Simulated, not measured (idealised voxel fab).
The process module that follows is named voxel self aligned vias.
Shown is cross-section cut, with a width of 255 nm and square cells of size 5 nm.
Cross-section = grid of square cells, listed top down in bands; band = one or more rows. Heads up on the band format: heights come first, top then bottom, in nm. After that it's the materials left to right, each with its width in nm. A single material flagged "throughout" fills the whole band edge to edge, and "air" means there's empty space there. We count height from 0. Below that, the starting wafer is all one material. The lowest band never ends at the bottom but goes on down; see "0 nm and below" for how that is written. The expression "30->40" gives the width at the extremes of the band, the first number at its top row of cells and the second at its bottom row, with the width changing by equal amounts from each row to the next in between. "nothing changed" means the step left every cell of the cross-section as it was. "Fully enclosed voids" - sealed voids, min. 8 cells, no opening to top; format: width x height at distance (distance from left edge; nm throughout). Whatever follows a step's settings on its line is a remark the simulator itself makes about that step. The optional step-line setting "overlay nm" applies to steps with a mask and quantifies how far to the right of its planned location the mask lay, a negative value indicating leftward placement.
### This section lists the process steps that were planned
1,RECEIVE with material Si
2,CONFORMAL_DEP with material SiO2, thk nm 10
3,CONFORMAL_DEP with material SiCN, thk nm 5
4,DIRECTIONAL_DEP with material lowk, thk nm 30
5,PATTERN with tone open, mask id LINES, material resist, width nm 25, pitch nm 70, thk nm 15, overlay nm 0
6,DIRECTIONAL_ETCH with etch materials lowk, depth nm 30
7,STRIP with etch materials resist
8,CONFORMAL_DEP with material TiN, thk nm 5
9,FILL_DEP with material Ru, thk nm 5
10,CMP with height nm 45
11,SELECTIVE_ETCH with etch materials W Ru TiN, depth nm 5
12,FILL_DEP with material SiN, thk nm 10
13,CMP with height nm 45
14,DIRECTIONAL_DEP with material lowk, thk nm 15
15,DIRECTIONAL_DEP with material aC, thk nm 10
16,PATTERN with tone open, mask id VIAS, material resist, width nm 45, thk nm 30, overlay nm 0
17,DIRECTIONAL_ETCH with etch materials aC, depth nm 10
18,STRIP with etch materials resist
19,DIRECTIONAL_ETCH with etch materials lowk, depth nm 15
20,DIRECTIONAL_ETCH with etch materials SiN, depth nm 5
21,STRIP with etch materials aC
22,CONFORMAL_DEP with material TiN, thk nm 5
23,FILL_DEP with material Ru, thk nm 5
24,CMP with height nm 60
25,CONFORMAL_DEP with material SiN, thk nm 5
### The cross-section here shows the wafer as received, i.e. in its state after step 1
* 0 nm and below | Si throughout
* Fully enclosed voids: none
### Starting wafer: above. Plan: above. Run: one mistake. Cross-section after the module: below
* 65 nm to 60 nm | SiN throughout
* 60 nm to 45 nm | lowk: 70, TiN: 5, Ru: 35, TiN: 5, lowk: 140
* 45 nm to 40 nm | lowk: 70, TiN: 45, lowk: 35, SiN: 25, lowk: 80
* 40 nm to 30 nm | lowk: 70, TiN: 15, Ru: 15, TiN: 15, lowk: 35, TiN: 5, Ru: 15, TiN: 5, lowk: 80
* 30 nm to 20 nm | lowk: 80, TiN: 5, Ru: 15, TiN: 5, lowk: 45, TiN: 5, Ru: 15, TiN: 5, lowk: 80
* 20 nm to 15 nm | lowk: 80, TiN: 25, lowk: 45, TiN: 25, lowk: 80
* 15 nm to 10 nm | SiCN throughout
* 10 nm to 0 nm | SiO2 throughout
* 0 nm and below | Si throughout
* Fully enclosed voids: none
Finding, execution versus plan: step 19 of the plan was carried out twice
